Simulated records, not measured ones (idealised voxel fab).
Proc. module: voxel transistor to metal
Cross-section cut spans 295 nm and uses square cells 5 nm in size.
When this document writes out a cross-section, it uses a grid of square cells and lists it as bands, beginning at the top and moving down, with a band standing for one or more rows of cells.
The entry gives the band's vertical extent as a top height and a bottom height in nm, then its horizontal make-up as materials from left to right, each with a width in nm. "blank" stands for empty space; a single material marked "throughout" fills the band edge to edge.
It should be noted that heights are counted from 0, beneath which the wafer as supplied is of one material throughout, and that the lowest band possesses no lower boundary but continues downward, as written in "0 nm and below".
Graded width ("30 to 40"): value in top row of band = first number; value in bottom row = second number; row-to-row change constant.
"no alterations made", as given for a step, is the statement that not any cell of the cross-section underwent a change during that step.
For the entry "Closed void listing", the listed items are empty spaces with no open way to the top whose size is 8 cells or more; each item follows the pattern width x height at distance, where distance is from the left edge and all three are in nm.
The remark found on a step's line after its settings is issued by the simulator itself and pertains to that step.
The optional step-line setting "overlay nm" applies to steps with a mask and quantifies how far to the right of its planned location the mask lay, a negative value indicating leftward placement.
Pairs, read this way: before one process step on the one hand, after it on the other, the after cross-section ending at the lowest band that changed; the step between, settings included, beneath. Same starting wafer throughout, but possibly different runs of this module, so no pair continues from the pair above unless its entry headed "Geometry before processing" says so.
Geometry before processing:
    80 nm to 70 nm  aC throughout
    70 nm to 50 nm  W throughout
    50 nm to 45 nm  TiN throughout
    45 nm to 35 nm  SiO2 25 nm | TiN 5 nm | Ru 25 to 20 nm | TiN 5 to 10 nm | SiO2 30 nm | TiN 5 to 10 nm | Ru 25 to 20 nm | TiN 5 nm | SiO2 40 nm | TiN 5 nm | Ru 25 to 20 nm | TiN 5 to 10 nm | SiO2 30 nm | TiN 5 to 10 nm | Ru 25 to 20 nm | TiN 5 nm | SiO2 30 nm
    35 nm to 25 nm  SiO2 25 nm | TiN 5 nm | Ru 20 nm | TiN 5 nm | SiN 5 nm | SiO2 5 nm | SiCN 20 nm | SiO2 5 nm | SiN 5 nm | TiN 5 nm | Ru 20 nm | TiN 5 nm | SiO2 40 nm | TiN 5 nm | Ru 20 nm | TiN 5 nm | SiN 5 nm | SiO2 5 nm | SiCN 20 nm | SiO2 5 nm | SiN 5 nm | TiN 5 nm | Ru 20 nm | TiN 5 nm | SiO2 30 nm
    25 nm to 10 nm  SiO2 25 nm | TiN 5 nm | Ru 20 nm | TiN 5 nm | SiN 5 nm | SiO2 5 nm | polySi 20 nm | SiO2 5 nm | SiN 5 nm | TiN 5 nm | Ru 20 nm | TiN 5 nm | SiO2 40 nm | TiN 5 nm | Ru 20 nm | TiN 5 nm | SiN 5 nm | SiO2 5 nm | polySi 20 nm | SiO2 5 nm | SiN 5 nm | TiN 5 nm | Ru 20 nm | TiN 5 nm | SiO2 30 nm
    10 nm to 5 nm  SiO2 25 nm | TiN 30 nm | SiN 5 nm | SiO2 5 nm | polySi 20 nm | SiO2 5 nm | SiN 5 nm | TiN 30 nm | SiO2 40 nm | TiN 30 nm | SiN 5 nm | SiO2 5 nm | polySi 20 nm | SiO2 5 nm | SiN 5 nm | TiN 30 nm | SiO2 30 nm
    5 nm to 0 nm  SiO2 20 nm | SiGe 35 nm | SiN 5 nm | SiO2 5 nm | polySi 20 nm | SiO2 5 nm | SiN 5 nm | SiGe 35 nm | SiO2 30 nm | SiGe 35 nm | SiN 5 nm | SiO2 5 nm | polySi 20 nm | SiO2 5 nm | SiN 5 nm | SiGe 35 nm | SiO2 25 nm
    0 nm to -5 nm  SiO2 20 nm | SiN 5 nm | SiGe 30 nm | SiN 5 nm | SiO2 5 nm | polySi 20 nm | SiO2 5 nm | SiN 5 nm | SiGe 30 nm | SiN 5 nm | SiO2 30 nm | SiN 5 nm | SiGe 30 nm | SiN 5 nm | SiO2 5 nm | polySi 20 nm | SiO2 5 nm | SiN 5 nm | SiGe 30 nm | SiN 5 nm | SiO2 25 nm
    -5 nm to -10 nm  SiO2 25 nm | SiGe 30 nm | SiO2 40 nm | SiGe 30 nm | SiO2 40 nm | SiGe 30 nm | SiO2 40 nm | SiGe 30 nm | SiO2 30 nm
    -10 nm to -20 nm  SiO2 20 nm | Si 5 nm | SiGe 30 nm | Si 40 nm | SiGe 30 nm | Si 5 nm | SiO2 30 nm | Si 5 nm | SiGe 30 nm | Si 40 nm | SiGe 30 nm | Si 5 nm | SiO2 25 nm
    -20 nm to -35 nm  SiO2 20 nm | Si 110 nm | SiO2 30 nm | Si 110 nm | SiO2 25 nm
    -35 nm and below  Si throughout
    Closed void listing: none
Resulting Cross-Section:
    105 nm to 80 nm  blank 20 nm | resist 20 nm | blank 60 nm | resist 20 nm | blank 40 nm | resist 20 nm | blank 60 nm | resist 20 nm | blank 35 nm
    Everything under 80 stays put, no change at all.
    Closed void listing: none
So what happens between those two cross-sections up there? PATTERN | tone cover | mask id METAL_1 | material resist | width nm 20 | thk nm 25 | overlay nm -5
Geometry before processing: no separate figure, the pair right above already shows it after its step.
Resulting Cross-Section:
    95 nm to 80 nm  blank 20 nm | resist 20 nm | blank 60 nm | resist 20 nm | blank 40 nm | resist 20 nm | blank 60 nm | resist 20 nm | blank 35 nm
    80 nm to 70 nm  blank 20 nm | aC 20 nm | blank 60 nm | aC 20 nm | blank 40 nm | aC 20 nm | blank 60 nm | aC 20 nm | blank 35 nm
    Everything under 70 stays put, no change at all.
    Closed void listing: none
So what happens between those two cross-sections up there? DIRECTIONAL_ETCH | etch materials aC | depth nm 10
Geometry before processing: no separate figure, the pair right above already shows it after its step.
Resulting Cross-Section:
    80 nm to 70 nm  blank 20 nm | aC 20 nm | blank 60 nm | aC 20 nm | blank 40 nm | aC 20 nm | blank 60 nm | aC 20 nm | blank 35 nm
    Everything under 70 stays put, no change at all.
    Closed void listing: none
So what happens between those two cross-sections up there? STRIP | etch materials resist
Geometry before processing: no separate figure, the pair right above already shows it after its step.
Resulting Cross-Section:
    80 nm to 70 nm  blank 20 nm | aC 20 nm | blank 60 nm | aC 20 nm | blank 40 nm | aC 20 nm | blank 60 nm | aC 20 nm | blank 35 nm
    70 nm to 50 nm  blank 20 nm | W 20 nm | blank 60 nm | W 20 nm | blank 40 nm | W 20 nm | blank 60 nm | W 20 nm | blank 35 nm
    Everything under 50 stays put, no change at all.
    Closed void listing: none
So what happens between those two cross-sections up there? DIRECTIONAL_ETCH | etch materials W | depth nm 20
Geometry before processing: no separate figure, the pair right above already shows it after its step.
Resulting Cross-Section:
    80 nm to 70 nm  blank 20 nm | aC 20 nm | blank 60 nm | aC 20 nm | blank 40 nm | aC 20 nm | blank 60 nm | aC 20 nm | blank 35 nm
    70 nm to 50 nm  blank 20 nm | W 20 nm | blank 60 nm | W 20 nm | blank 40 nm | W 20 nm | blank 60 nm | W 20 nm | blank 35 nm
    50 nm to 45 nm  blank 20 nm | TiN 20 nm | blank 60 nm | TiN 20 nm | blank 40 nm | TiN 20 nm | blank 60 nm | TiN 20 nm | blank 35 nm
    Everything under 45 stays put, no change at all.
    Closed void listing: none
So what happens between those two cross-sections up there? DIRECTIONAL_ETCH | etch materials TiN | depth nm 5
Geometry before processing: no separate figure, the pair right above already shows it after its step.
Resulting Cross-Section:
    70 nm to 50 nm  blank 20 nm | W 20 nm | blank 60 nm | W 20 nm | blank 40 nm | W 20 nm | blank 60 nm | W 20 nm | blank 35 nm
    Everything under 50 stays put, no change at all.
    Closed void listing: none
So what happens between those two cross-sections up there? STRIP | etch materials aC
Geometry before processing: no separate figure, the pair right above already shows it after its step.
Resulting Cross-Section:
    75 nm to 70 nm  blank 15 nm | SiN 30 nm | blank 50 nm | SiN 30 nm | blank 30 nm | SiN 30 nm | blank 50 nm | SiN 30 nm | blank 30 nm
    70 nm to 50 nm  blank 15 nm | SiN 5 nm | W 20 nm | SiN 5 nm | blank 50 nm | SiN 5 nm | W 20 nm | SiN 5 nm | blank 30 nm | SiN 5 nm | W 20 nm | SiN 5 nm | blank 50 nm | SiN 5 nm | W 20 nm | SiN 5 nm | blank 30 nm
    50 nm to 45 nm  SiN 20 nm | TiN 20 nm | SiN 60 nm | TiN 20 nm | SiN 40 nm | TiN 20 nm | SiN 60 nm | TiN 20 nm | SiN 35 nm
    Everything under 45 stays put, no change at all.
    Closed void listing: none
So what happens between those two cross-sections up there? CONFORMAL_DEP | material SiN | thk nm 5
Geometry before processing: no separate figure, the pair right above already shows it after its step.
Resulting Cross-Section:
    85 nm to 75 nm  SiO2 throughout
    75 nm to 70 nm  SiO2 15 nm | SiN 30 nm | SiO2 50 nm | SiN 30 nm | SiO2 30 nm | SiN 30 nm | SiO2 50 nm | SiN 30 nm | SiO2 30 nm
    70 nm to 50 nm  SiO2 15 nm | SiN 5 nm | W 20 nm | SiN 5 nm | SiO2 50 nm | SiN 5 nm | W 20 nm | SiN 5 nm | SiO2 30 nm | SiN 5 nm | W 20 nm | SiN 5 nm | SiO2 50 nm | SiN 5 nm | W 20 nm | SiN 5 nm | SiO2 30 nm
    Everything under 50 stays put, no change at all.
    Closed void listing: none
So what happens between those two cross-sections up there? FILL_DEP | material SiO2 | thk nm 10
Geometry before processing: no separate figure, the pair right above already shows it after its step.
Resulting Cross-Section:
    70 nm to 50 nm  SiO2 15 nm | SiN 5 nm | W 20 nm | SiN 5 nm | SiO2 50 nm | SiN 5 nm | W 20 nm | SiN 5 nm | SiO2 30 nm | SiN 5 nm | W 20 nm | SiN 5 nm | SiO2 50 nm | SiN 5 nm | W 20 nm | SiN 5 nm | SiO2 30 nm
    Everything under 50 stays put, no change at all.
    Closed void listing: none
So what happens between those two cross-sections up there? CMP | height nm 70
Geometry before processing: no separate figure, the pair right above already shows it after its step.
Resulting Cross-Section:
    75 nm to 70 nm  SiCN throughout
    Everything under 70 stays put, no change at all.
    Closed void listing: none
So what happens between those two cross-sections up there? CONFORMAL_DEP | material SiCN | thk nm 5
Geometry before processing:
    35 nm to 25 nm  SiO2 55 nm | SiN 5 nm | SiO2 5 nm | SiCN 20 nm | SiO2 5 nm | SiN 5 nm | SiO2 100 nm | SiN 5 nm | SiO2 5 nm | SiCN 20 nm | SiO2 5 nm | SiN 5 nm | SiO2 60 nm
    25 nm to 5 nm  SiO2 55 nm | SiN 5 nm | SiO2 5 nm | polySi 20 nm | SiO2 5 nm | SiN 5 nm | SiO2 100 nm | SiN 5 nm | SiO2 5 nm | polySi 20 nm | SiO2 5 nm | SiN 5 nm | SiO2 60 nm
    5 nm to 0 nm  SiO2 20 nm | SiGe 35 nm | SiN 5 nm | SiO2 5 nm | polySi 20 nm | SiO2 5 nm | SiN 5 nm | SiGe 35 nm | SiO2 30 nm | SiGe 35 nm | SiN 5 nm | SiO2 5 nm | polySi 20 nm | SiO2 5 nm | SiN 5 nm | SiGe 35 nm | SiO2 25 nm
    0 nm to -5 nm  SiO2 20 nm | SiN 5 nm | SiGe 30 nm | SiN 5 nm | SiO2 5 nm | polySi 20 nm | SiO2 5 nm | SiN 5 nm | SiGe 30 nm | SiN 5 nm | SiO2 30 nm | SiN 5 nm | SiGe 30 nm | SiN 5 nm | SiO2 5 nm | polySi 20 nm | SiO2 5 nm | SiN 5 nm | SiGe 30 nm | SiN 5 nm | SiO2 25 nm
    -5 nm to -10 nm  SiO2 25 nm | SiGe 30 nm | SiO2 40 nm | SiGe 30 nm | SiO2 40 nm | SiGe 30 nm | SiO2 40 nm | SiGe 30 nm | SiO2 30 nm
    -10 nm to -20 nm  SiO2 20 nm | Si 5 nm | SiGe 30 nm | Si 40 nm | SiGe 30 nm | Si 5 nm | SiO2 30 nm | Si 5 nm | SiGe 30 nm | Si 40 nm | SiGe 30 nm | Si 5 nm | SiO2 25 nm
    -20 nm to -35 nm  SiO2 20 nm | Si 110 nm | SiO2 30 nm | Si 110 nm | SiO2 25 nm
    -35 nm and below  Si throughout
    Closed void listing: none
Resulting Cross-Section:
    45 nm to 35 nm  TiN throughout
    Everything under 35 stays put, no change at all.
    Closed void listing: none
So what happens between those two cross-sections up there? DIRECTIONAL_DEP | material TiN | thk nm 10
Geometry before processing: no separate figure, the pair right above already shows it after its step.
Resulting Cross-Section:
    60 nm to 45 nm  resist 25 nm | blank 35 nm | resist 30 nm | blank 35 nm | resist 40 nm | blank 35 nm | resist 30 nm | blank 35 nm | resist 30 nm
    Everything under 45 stays put, no change at all.
    Closed void listing: none
So what happens between those two cross-sections up there? PATTERN | tone open | mask id CONTACT | material resist | width nm 35 | thk nm 15 | overlay nm 0
Geometry before processing: no separate figure, the pair right above already shows it after its step.
Resulting Cross-Section:
    45 nm to 35 nm  TiN throughout
    Everything under 35 stays put, no change at all.
    Closed void listing: none
So what happens between those two cross-sections up there? STRIP | etch materials resist
Geometry before processing: no separate figure, the pair right above already shows it after its step.
Resulting Cross-Section:
    50 nm to 35 nm  TiN throughout
    Everything under 35 stays put, no change at all.
    Closed void listing: none
So what happens between those two cross-sections up there? CONFORMAL_DEP | material TiN | thk nm 5
Geometry before processing: no separate figure, the pair right above already shows it after its step.
Resulting Cross-Section:
    55 nm to 50 nm  Ru throughout
    Everything under 50 stays put, no change at all.
    Closed void listing: none
So what happens between those two cross-sections up there? FILL_DEP | material Ru | thk nm 5
Geometry before processing: no separate figure, the pair right above already shows it after its step.
Resulting Cross-Section:
    45 nm to 35 nm  TiN throughout
    Everything under 35 stays put, no change at all.
    Closed void listing: none
So what happens between those two cross-sections up there? CMP | height nm 45
Geometry before processing: no separate figure, the pair right above already shows it after its step.
Resulting Cross-Section:
    50 nm to 35 nm  TiN throughout
    Everything under 35 stays put, no change at all.
    Closed void listing: none
So what happens between those two cross-sections up there? DIRECTIONAL_DEP | material TiN | thk nm 5
Geometry before processing: no separate figure, the pair right above already shows it after its step.
Resulting Cross-Section:
    70 nm to 50 nm  W throughout
    Everything under 50 stays put, no change at all.
    Closed void listing: none
So what happens between those two cross-sections up there? DIRECTIONAL_DEP | material W | thk nm 20
Geometry before processing: no separate figure, the pair right above already shows it after its step.
Resulting Cross-Section:
    80 nm to 70 nm  aC throughout
    Everything under 70 stays put, no change at all.
    Closed void listing: none
So what happens between those two cross-sections up there? DIRECTIONAL_DEP | material aC | thk nm 10
Geometry before processing: no separate figure, the pair right above already shows it after its step.
Resulting Cross-Section:
    105 nm to 80 nm  blank 25 nm | resist 20 nm | blank 60 nm | resist 20 nm | blank 40 nm | resist 20 nm | blank 60 nm | resist 20 nm | blank 30 nm
    Everything under 80 stays put, no change at all.
    Closed void listing: none
So what happens between those two cross-sections up there? PATTERN | tone cover | mask id METAL_1 | material resist | width nm 20 | thk nm 25 | overlay nm 0
Geometry before processing: no separate figure, the pair right above already shows it after its step.
Resulting Cross-Section:
    95 nm to 80 nm  blank 25 nm | resist 20 nm | blank 60 nm | resist 20 nm | blank 40 nm | resist 20 nm | blank 60 nm | resist 20 nm | blank 30 nm
    80 nm to 70 nm  blank 25 nm | aC 20 nm | blank 60 nm | aC 20 nm | blank 40 nm | aC 20 nm | blank 60 nm | aC 20 nm | blank 30 nm
    Everything under 70 stays put, no change at all.
    Closed void listing: none
So what happens between those two cross-sections up there? DIRECTIONAL_ETCH | etch materials aC | depth nm 10
Geometry before processing: no separate figure, the pair right above already shows it after its step.
Resulting Cross-Section:
    80 nm to 70 nm  blank 25 nm | aC 20 nm | blank 60 nm | aC 20 nm | blank 40 nm | aC 20 nm | blank 60 nm | aC 20 nm | blank 30 nm
    Everything under 70 stays put, no change at all.
    Closed void listing: none
So what happens between those two cross-sections up there? STRIP | etch materials resist
Geometry before processing: no separate figure, the pair right above already shows it after its step.
Resulting Cross-Section:
    80 nm to 70 nm  blank 25 nm | aC 20 nm | blank 60 nm | aC 20 nm | blank 40 nm | aC 20 nm | blank 60 nm | aC 20 nm | blank 30 nm
    70 nm to 50 nm  blank 25 nm | W 20 nm | blank 60 nm | W 20 nm | blank 40 nm | W 20 nm | blank 60 nm | W 20 nm | blank 30 nm
    Everything under 50 stays put, no change at all.
    Closed void listing: none
So what happens between those two cross-sections up there? DIRECTIONAL_ETCH | etch materials W | depth nm 20
Geometry before processing: no separate figure, the pair right above already shows it after its step.
Resulting Cross-Section:
    80 nm to 70 nm  blank 25 nm | aC 20 nm | blank 60 nm | aC 20 nm | blank 40 nm | aC 20 nm | blank 60 nm | aC 20 nm | blank 30 nm
    70 nm to 50 nm  blank 25 nm | W 20 nm | blank 60 nm | W 20 nm | blank 40 nm | W 20 nm | blank 60 nm | W 20 nm | blank 30 nm
    50 nm to 45 nm  blank 25 nm | TiN 20 nm | blank 60 nm | TiN 20 nm | blank 40 nm | TiN 20 nm | blank 60 nm | TiN 20 nm | blank 30 nm
    Everything under 45 stays put, no change at all.
    Closed void listing: none
So what happens between those two cross-sections up there? DIRECTIONAL_ETCH | etch materials TiN | depth nm 5
Geometry before processing: no separate figure, the pair right above already shows it after its step.
Resulting Cross-Section:
    70 nm to 50 nm  blank 25 nm | W 20 nm | blank 60 nm | W 20 nm | blank 40 nm | W 20 nm | blank 60 nm | W 20 nm | blank 30 nm
    Everything under 50 stays put, no change at all.
    Closed void listing: none
So what happens between those two cross-sections up there? STRIP | etch materials aC
Geometry before processing: no separate figure, the pair right above already shows it after its step.
Resulting Cross-Section:
    75 nm to 70 nm  blank 20 nm | SiN 30 nm | blank 50 nm | SiN 30 nm | blank 30 nm | SiN 30 nm | blank 50 nm | SiN 30 nm | blank 25 nm
    70 nm to 50 nm  blank 20 nm | SiN 5 nm | W 20 nm | SiN 5 nm | blank 50 nm | SiN 5 nm | W 20 nm | SiN 5 nm | blank 30 nm | SiN 5 nm | W 20 nm | SiN 5 nm | blank 50 nm | SiN 5 nm | W 20 nm | SiN 5 nm | blank 25 nm
    50 nm to 45 nm  SiN 25 nm | TiN 20 nm | SiN 60 nm | TiN 20 nm | SiN 40 nm | TiN 20 nm | SiN 60 nm | TiN 20 nm | SiN 30 nm
    Everything under 45 stays put, no change at all.
    Closed void listing: none
So what happens between those two cross-sections up there? CONFORMAL_DEP | material SiN | thk nm 5
Geometry before processing: no separate figure, the pair right above already shows it after its step.
Resulting Cross-Section:
    85 nm to 75 nm  SiO2 throughout
    75 nm to 70 nm  SiO2 20 nm | SiN 30 nm | SiO2 50 nm | SiN 30 nm | SiO2 30 nm | SiN 30 nm | SiO2 50 nm | SiN 30 nm | SiO2 25 nm
    70 nm to 50 nm  SiO2 20 nm | SiN 5 nm | W 20 nm | SiN 5 nm | SiO2 50 nm | SiN 5 nm | W 20 nm | SiN 5 nm | SiO2 30 nm | SiN 5 nm | W 20 nm | SiN 5 nm | SiO2 50 nm | SiN 5 nm | W 20 nm | SiN 5 nm | SiO2 25 nm
    Everything under 50 stays put, no change at all.
    Closed void listing: none
So what happens between those two cross-sections up there? FILL_DEP | material SiO2 | thk nm 10
Geometry before processing: no separate figure, the pair right above already shows it after its step.
Resulting Cross-Section:
    70 nm to 50 nm  SiO2 20 nm | SiN 5 nm | W 20 nm | SiN 5 nm | SiO2 50 nm | SiN 5 nm | W 20 nm | SiN 5 nm | SiO2 30 nm | SiN 5 nm | W 20 nm | SiN 5 nm | SiO2 50 nm | SiN 5 nm | W 20 nm | SiN 5 nm | SiO2 25 nm
    Everything under 50 stays put, no change at all.
    Closed void listing: none
So what happens between those two cross-sections up there? CMP | height nm 70
Geometry before processing: no separate figure, the pair right above already shows it after its step.
Resulting Cross-Section:
    75 nm to 70 nm  SiCN throughout
    Everything under 70 stays put, no change at all.
    Closed void listing: none
So what happens between those two cross-sections up there? CONFORMAL_DEP | material SiCN | thk nm 5
Geometry before processing:
    25 nm to 10 nm  aC throughout
    10 nm to 0 nm  SiN throughout
    0 nm to -5 nm  SiO2 throughout
    -5 nm and below  Si throughout
    Closed void listing: none
Resulting Cross-Section:
    55 nm to 25 nm  resist 20 nm | blank 110 nm | resist 30 nm | blank 110 nm | resist 25 nm
    Everything under 25 stays put, no change at all.
    Closed void listing: none
So what happens between those two cross-sections up there? PATTERN | tone open | mask id ACTIVE | material resist | width nm 110 | pitch nm 140 | thk nm 30 | overlay nm 0
Geometry before processing: no separate figure, the pair right above already shows it after its step.
Resulting Cross-Section:
    40 nm to 25 nm  resist 20 nm | blank 110 nm | resist 30 nm | blank 110 nm | resist 25 nm
    25 nm to 10 nm  aC 20 nm | blank 110 nm | aC 30 nm | blank 110 nm | aC 25 nm
    Everything under 10 stays put, no change at all.
    Closed void listing: none
So what happens between those two cross-sections up there? DIRECTIONAL_ETCH | etch materials aC | depth nm 15
Geometry before processing: no separate figure, the pair right above already shows it after its step.
Resulting Cross-Section:
    25 nm to 10 nm  aC 20 nm | blank 110 nm | aC 30 nm | blank 110 nm | aC 25 nm
    Everything under 10 stays put, no change at all.
    Closed void listing: none
So what happens between those two cross-sections up there? STRIP | etch materials resist
Geometry before processing: no separate figure, the pair right above already shows it after its step.
Resulting Cross-Section:
    25 nm to 10 nm  aC 20 nm | blank 110 nm | aC 30 nm | blank 110 nm | aC 25 nm
    10 nm to 0 nm  SiN 20 nm | blank 110 nm | SiN 30 nm | blank 110 nm | SiN 25 nm
    Everything under 0 stays put, no change at all.
    Closed void listing: none
So what happens between those two cross-sections up there? DIRECTIONAL_ETCH | etch materials SiN | depth nm 10
Geometry before processing: no separate figure, the pair right above already shows it after its step.
Resulting Cross-Section:
    25 nm to 10 nm  aC 20 nm | blank 110 nm | aC 30 nm | blank 110 nm | aC 25 nm
    10 nm to 0 nm  SiN 20 nm | blank 110 nm | SiN 30 nm | blank 110 nm | SiN 25 nm
    0 nm to -5 nm  SiO2 20 nm | blank 110 nm | SiO2 30 nm | blank 110 nm | SiO2 25 nm
    Everything under -5 stays put, no change at all.
    Closed void listing: none
So what happens between those two cross-sections up there? DIRECTIONAL_ETCH | etch materials SiO2 | depth nm 5
Geometry before processing: no separate figure, the pair right above already shows it after its step.
Resulting Cross-Section:
    25 nm to 10 nm  aC 20 nm | blank 110 nm | aC 30 nm | blank 110 nm | aC 25 nm
    10 nm to 0 nm  SiN 20 nm | blank 110 nm | SiN 30 nm | blank 110 nm | SiN 25 nm
    0 nm to -5 nm  SiO2 20 nm | blank 110 nm | SiO2 30 nm | blank 110 nm | SiO2 25 nm
    -5 nm to -35 nm  Si 20 nm | blank 110 nm | Si 30 nm | blank 110 nm | Si 25 nm
    Everything under -35 stays put, no change at all.
    Closed void listing: none
So what happens between those two cross-sections up there? DIRECTIONAL_ETCH | etch materials Si | depth nm 30
Geometry before processing: no separate figure, the pair right above already shows it after its step.
Resulting Cross-Section:
    10 nm to 0 nm  SiN 20 nm | blank 110 nm | SiN 30 nm | blank 110 nm | SiN 25 nm
    Everything under 0 stays put, no change at all.
    Closed void listing: none
So what happens between those two cross-sections up there? STRIP | etch materials aC
Geometry before processing: no separate figure, the pair right above already shows it after its step.
Resulting Cross-Section:
    15 nm to 10 nm  SiO2 throughout
    10 nm to 0 nm  SiN 20 nm | SiO2 110 nm | SiN 30 nm | SiO2 110 nm | SiN 25 nm
    0 nm to -5 nm  SiO2 throughout
    -5 nm to -35 nm  Si 20 nm | SiO2 110 nm | Si 30 nm | SiO2 110 nm | Si 25 nm
    Everything under -35 stays put, no change at all.
    Closed void listing: none
So what happens between those two cross-sections up there? FILL_DEP | material SiO2 | thk nm 5
Geometry before processing: no separate figure, the pair right above already shows it after its step.
Resulting Cross-Section:
    10 nm to 0 nm  SiN 20 nm | SiO2 110 nm | SiN 30 nm | SiO2 110 nm | SiN 25 nm
    Everything under 0 stays put, no change at all.
    Closed void listing: none
So what happens between those two cross-sections up there? CMP | height nm 10
Geometry before processing: no separate figure, the pair right above already shows it after its step.
Resulting Cross-Section:
    10 nm to 5 nm  SiN 20 nm | blank 110 nm | SiN 30 nm | blank 110 nm | SiN 25 nm
    Everything under 5 stays put, no change at all.
    Closed void listing: none
So what happens between those two cross-sections up there? SELECTIVE_ETCH | etch materials SiO2 | depth nm 5
Geometry before processing: no separate figure, the pair right above already shows it after its step.
Resulting Cross-Section:
    5 nm to 0 nm  blank 20 nm | SiO2 110 nm | blank 30 nm | SiO2 110 nm | blank 25 nm
    Everything under 0 stays put, no change at all.
    Closed void listing: none
So what happens between those two cross-sections up there? STRIP | etch materials SiN
Geometry before processing: no separate figure, the pair right above already shows it after its step.
Resulting Cross-Section:
    0 nm to -5 nm  blank 25 nm | SiO2 100 nm | blank 40 nm | SiO2 100 nm | blank 30 nm
    Everything under -5 stays put, no change at all.
    Closed void listing: none
So what happens between those two cross-sections up there? SELECTIVE_ETCH | etch materials SiO2 | depth nm 5
Geometry before processing: no separate figure, the pair right above already shows it after its step.
Resulting Cross-Section:
    0 nm to -5 nm  blank 25 nm | SiO2 100 nm | blank 40 nm | SiO2 100 nm | blank 30 nm
    -5 nm to -10 nm  SiO2 throughout
    Everything under -10 stays put, no change at all.
    Closed void listing: none
So what happens between those two cross-sections up there? OXIDIZE | depth nm 5
Geometry before processing: no separate figure, the pair right above already shows it after its step.
Resulting Cross-Section:
    30 nm to 25 nm  blank 25 nm | polySi 100 nm | blank 40 nm | polySi 100 nm | blank 30 nm
    25 nm to 0 nm  polySi throughout
    0 nm to -5 nm  polySi 25 nm | SiO2 100 nm | polySi 40 nm | SiO2 100 nm | polySi 30 nm
    Everything under -5 stays put, no change at all.
    Closed void listing: none
So what happens between those two cross-sections up there? DIRECTIONAL_DEP | material polySi | thk nm 30
Geometry before processing: no separate figure, the pair right above already shows it after its step.
Resulting Cross-Section:
    40 nm to 35 nm  blank 25 nm | SiCN 100 nm | blank 40 nm | SiCN 100 nm | blank 30 nm
    35 nm to 30 nm  SiCN throughout
    30 nm to 25 nm  SiCN 25 nm | polySi 100 nm | SiCN 40 nm | polySi 100 nm | SiCN 30 nm
    Everything under 25 stays put, no change at all.
    Closed void listing: none
So what happens between those two cross-sections up there? DIRECTIONAL_DEP | material SiCN | thk nm 10
Geometry before processing: no separate figure, the pair right above already shows it after its step.
Resulting Cross-Section:
    60 nm to 40 nm  blank 65 nm | resist 20 nm | blank 120 nm | resist 20 nm | blank 70 nm
    Everything under 40 stays put, no change at all.
    Closed void listing: none
So what happens between those two cross-sections up there? PATTERN | tone cover | mask id GATE | material resist | width nm 20 | pitch nm 140 | thk nm 20 | overlay nm 0
Geometry before processing: no separate figure, the pair right above already shows it after its step.
Resulting Cross-Section:
    60 nm to 40 nm  blank 65 nm | resist 20 nm | blank 120 nm | resist 20 nm | blank 70 nm
    40 nm to 30 nm  blank 65 nm | SiCN 20 nm | blank 120 nm | SiCN 20 nm | blank 70 nm
    30 nm to 25 nm  blank 25 nm | polySi 100 nm | blank 40 nm | polySi 100 nm | blank 30 nm
    Everything under 25 stays put, no change at all.
    Closed void listing: none
So what happens between those two cross-sections up there? DIRECTIONAL_ETCH | etch materials SiCN | depth nm 20
Geometry before processing: no separate figure, the pair right above already shows it after its step.
Resulting Cross-Section:
    60 nm to 40 nm  blank 65 nm | resist 20 nm | blank 120 nm | resist 20 nm | blank 70 nm
    40 nm to 30 nm  blank 65 nm | SiCN 20 nm | blank 120 nm | SiCN 20 nm | blank 70 nm
    30 nm to 0 nm  blank 65 nm | polySi 20 nm | blank 120 nm | polySi 20 nm | blank 70 nm
    0 nm to -5 nm  blank 25 nm | SiO2 100 nm | blank 40 nm | SiO2 100 nm | blank 30 nm
    Everything under -5 stays put, no change at all.
    Closed void listing: none
So what happens between those two cross-sections up there? DIRECTIONAL_ETCH | etch materials polySi | depth nm 40
Geometry before processing: no separate figure, the pair right above already shows it after its step.
Resulting Cross-Section:
    40 nm to 30 nm  blank 65 nm | SiCN 20 nm | blank 120 nm | SiCN 20 nm | blank 70 nm
    Everything under 30 stays put, no change at all.
    Closed void listing: none
So what happens between those two cross-sections up there? STRIP | etch materials resist
Geometry before processing: no separate figure, the pair right above already shows it after its step.
Resulting Cross-Section:
    45 nm to 40 nm  blank 60 nm | SiO2 30 nm | blank 110 nm | SiO2 30 nm | blank 65 nm
    40 nm to 30 nm  blank 60 nm | SiO2 5 nm | SiCN 20 nm | SiO2 5 nm | blank 110 nm | SiO2 5 nm | SiCN 20 nm | SiO2 5 nm | blank 65 nm
    30 nm to 5 nm  blank 60 nm | SiO2 5 nm | polySi 20 nm | SiO2 5 nm | blank 110 nm | SiO2 5 nm | polySi 20 nm | SiO2 5 nm | blank 65 nm
    5 nm to 0 nm  blank 20 nm | SiO2 45 nm | polySi 20 nm | SiO2 45 nm | blank 30 nm | SiO2 45 nm | polySi 20 nm | SiO2 45 nm | blank 25 nm
    0 nm to -10 nm  SiO2 throughout
    Everything under -10 stays put, no change at all.
    Closed void listing: none
So what happens between those two cross-sections up there? CONFORMAL_DEP | material SiO2 | thk nm 5
Geometry before processing: no separate figure, the pair right above already shows it after its step.
Resulting Cross-Section:
    40 nm to 30 nm  blank 60 nm | SiO2 5 nm | SiCN 20 nm | SiO2 5 nm | blank 110 nm | SiO2 5 nm | SiCN 20 nm | SiO2 5 nm | blank 65 nm
    30 nm to 0 nm  blank 60 nm | SiO2 5 nm | polySi 20 nm | SiO2 5 nm | blank 110 nm | SiO2 5 nm | polySi 20 nm | SiO2 5 nm | blank 65 nm
    0 nm to -5 nm  blank 20 nm | SiO2 110 nm | blank 30 nm | SiO2 110 nm | blank 25 nm
    Everything under -5 stays put, no change at all.
    Closed void listing: none
So what happens between those two cross-sections up there? DIRECTIONAL_ETCH | etch materials SiO2 | depth nm 5
